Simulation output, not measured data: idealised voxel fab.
Herein follows the process module entitled voxel self aligned vias.
This is section cut - it's 225 nm across, gridded in 5 nm square cells.
A cross-section in this document is a grid of square cells, and it is written down as bands, the top band listed before the ones below it; a band is made up of one or more rows of cells.
Top, bottom (nm), then materials left to right with widths (nm); lone material tagged "all across" fills the whole band edge to edge; "empty" = empty space.
Where do heights start? At 0: under that level the wafer as delivered is made of one material only. And the lowest band has no floor; it just carries on downward, as in "0..down".
With a width like "30->40", each row of cells in the band differs from the next by the same amount, the top row carrying the first number and the bottom row the second.
Given "stayed the same" for a step, no cell of the cross-section differs between before and after that step.
"Fully sealed cavities" means: voids of 8 cells or more that are shut off from the top with no open way through. Written width x height at distance, distance from the left edge, in nm.
If you see something after the settings on a step's line, that's the simulator's own remark about that step.
If you see "overlay nm" on a step's line and that step has a mask, it's telling you how far right of where it was planned the mask ended up; a negative number means it went left instead.
This section lists the process steps that were planned:
- 1: RECEIVE [material Si]
- 2: CONFORMAL_DEP [material SiO2] [thk nm 15]
- 3: CONFORMAL_DEP [material SiCN] [thk nm 5]
- 4: DIRECTIONAL_DEP [material lowk] [thk nm 25]
- 5: DIRECTIONAL_DEP [material aC] [thk nm 10]
- 6: PATTERN [tone open] [mask id LINES] [material resist] [width nm 20] [pitch nm 65] [thk nm 25] [overlay nm 0]
- 7: DIRECTIONAL_ETCH [etch materials aC] [depth nm 10]
- 8: STRIP [etch materials resist]
- 9: DIRECTIONAL_ETCH [etch materials lowk] [depth nm 25]
- 10: STRIP [etch materials aC]
- 11: CONFORMAL_DEP [material TiN] [thk nm 5]
- 12: FILL_DEP [material Ru] [thk nm 10]
- 13: CMP [height nm 45]
- 14: SELECTIVE_ETCH [etch materials W Ru TiN] [depth nm 5]
- 15: FILL_DEP [material SiN] [thk nm 10]
- 16: CMP [height nm 45]
- 17: DIRECTIONAL_DEP [material lowk] [thk nm 15]
- 18: DIRECTIONAL_DEP [material aC] [thk nm 15]
- 19: PATTERN [tone open] [mask id VIAS] [material resist] [width nm 40] [pitch nm 130] [thk nm 30] [overlay nm 0]
- 20: DIRECTIONAL_ETCH [etch materials aC] [depth nm 15]
- 21: STRIP [etch materials resist]
- 22: DIRECTIONAL_ETCH [etch materials lowk] [depth nm 15]
- 23: DIRECTIONAL_ETCH [etch materials SiN] [depth nm 5]
- 24: STRIP [etch materials aC]
- 25: CONFORMAL_DEP [material TiN] [thk nm 5]
- 26: FILL_DEP [material Cu] [thk nm 5]
- 27: CMP [height nm 60]
- 28: CONFORMAL_DEP [material SiN] [thk nm 5]
Wafer cross-section on receipt, i.e. after step 1:
    0..down: Si all across
    Fully sealed cavities: none
The first of two wafers, cross-sectioned at the end of the module, with the run proceeding as planned:
    65..60: SiN all across
    60..50: lowk=25, then TiN=5, then Cu=30, then TiN=5, then lowk=90, then TiN=5, then Cu=30, then TiN=5, then lowk=30
    50..45: lowk=25, then TiN=15, then Cu=10, then TiN=15, then lowk=90, then TiN=15, then Cu=10, then TiN=15, then lowk=30
    45..40: lowk=35, then TiN=20, then lowk=45, then SiN=20, then lowk=45, then TiN=20, then lowk=40
    40..25: lowk=35, then TiN=5, then Ru=10, then TiN=5, then lowk=45, then TiN=5, then Ru=10, then TiN=5, then lowk=45, then TiN=5, then Ru=10, then TiN=5, then lowk=40
    25..20: lowk=35, then TiN=20, then lowk=45, then TiN=20, then lowk=45, then TiN=20, then lowk=40
    20..15: SiCN all across
    15..0: SiO2 all across
    0..down: Si all across
    Fully sealed cavities: none
Cross-section, wafer two of two, end of module: same start and plan as wafer one, one error in execution:
    60..55: SiN all across
    55..45: lowk=25, then TiN=5->15, then Cu=30->10, then TiN=5->15, then lowk=90, then TiN=5->15, then Cu=30->10, then TiN=5->15, then lowk=30
    45..40: lowk=35, then TiN=20, then lowk=45, then SiN=20, then lowk=45, then TiN=20, then lowk=40
    40..25: lowk=35, then TiN=5, then Ru=10, then TiN=5, then lowk=45, then TiN=5, then Ru=10, then TiN=5, then lowk=45, then TiN=5, then Ru=10, then TiN=5, then lowk=40
    25..20: lowk=35, then TiN=20, then lowk=45, then TiN=20, then lowk=45, then TiN=20, then lowk=40
    20..15: SiCN all across
    15..0: SiO2 all across
    0..down: Si all across
    Fully sealed cavities: none
Plan not followed: step 27 did not happen as planned, as run it was CMP [height nm 55]
At the finish, the second wafer shows more or fewer cells for some materials than the first does: 12 fewer of Cu | 4 fewer of TiN | 29 fewer of lowk
